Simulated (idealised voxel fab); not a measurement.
process module | voxel spacer lines
cross-section cut | 280 nm wide | cells 5 nm
A cross-section is a grid of square cells, given in bands from the top down. A band is one or more rows of cells.
Each band's line starts with the height of the band's top and of its bottom, in nm. Then come its materials from left to right, each with its width in nm. One material with "throughout" fills the band from edge to edge. "air" is empty space.
Height 0 is the level under which the wafer as received is all one material. The lowest band goes on downwards, as in "0 down".
A width such as "30 to 40" changes by the same amount from each row of cells to the next, from the band's top row to its bottom row.
"no change" after a step means that no cell of the cross-section changed.
closed voids: empty space of 8 cells or more with no open way to the top, each as width x height at its distance from the left edge, in nm
after a step's settings: what the simulator itself notes on the step
overlay nm, on a step with a mask: how far to the right of its planned place the mask lay; to the left if negative
plan
1 op RECEIVE | material Si
2 op CONFORMAL_DEP | material Al2O3 | thk nm 10
3 op DIRECTIONAL_DEP | material SiN | thk nm 10
4 op DIRECTIONAL_DEP | material aC | thk nm 20
5 op PATTERN | tone cover | mask id MANDREL | material resist | width nm 15 | pitch nm 50 | thk nm 25 | overlay nm 0
6 op DIRECTIONAL_ETCH | etch materials aC | depth nm 20
7 op STRIP | etch materials resist
8 op CONFORMAL_DEP | material SiO2 | thk nm 10
9 op DIRECTIONAL_ETCH | etch materials SiO2 | depth nm 10
10 op STRIP | etch materials aC
11 op DIRECTIONAL_ETCH | etch materials SiN | depth nm 10
12 op STRIP | etch materials SiO2
13 op FILL_DEP | material SiO2 | thk nm 10
14 op CMP | height nm 20
as received, after step 1
  0 down: Si throughout
  closed voids: none
first wafer at the end, as planned
  20 to 10: SiO2 95 | SiN 10 | SiO2 15 | SiN 10 | SiO2 15 | SiN 10 | SiO2 15 | SiN 10 | SiO2 100
  10 to 0: Al2O3 throughout
  0 down: Si throughout
  closed voids: none
second wafer at the end: like start, like plan, one mistake
  20 to 10: SiO2 90 | SiN 10 | SiO2 25 | SiN 10 | SiO2 5 | SiN 10 | SiO2 25 | SiN 10 | SiO2 95
  10 to 0: Al2O3 throughout
  0 down: Si throughout
  closed voids: none
what went wrong: step 5 ran as: op PATTERN | tone cover | mask id MANDREL | material resist | width nm 25 | pitch nm 50 | thk nm 25 | overlay nm 0
at the end the second wafer has, in cells: as many of each material as the first, in other places
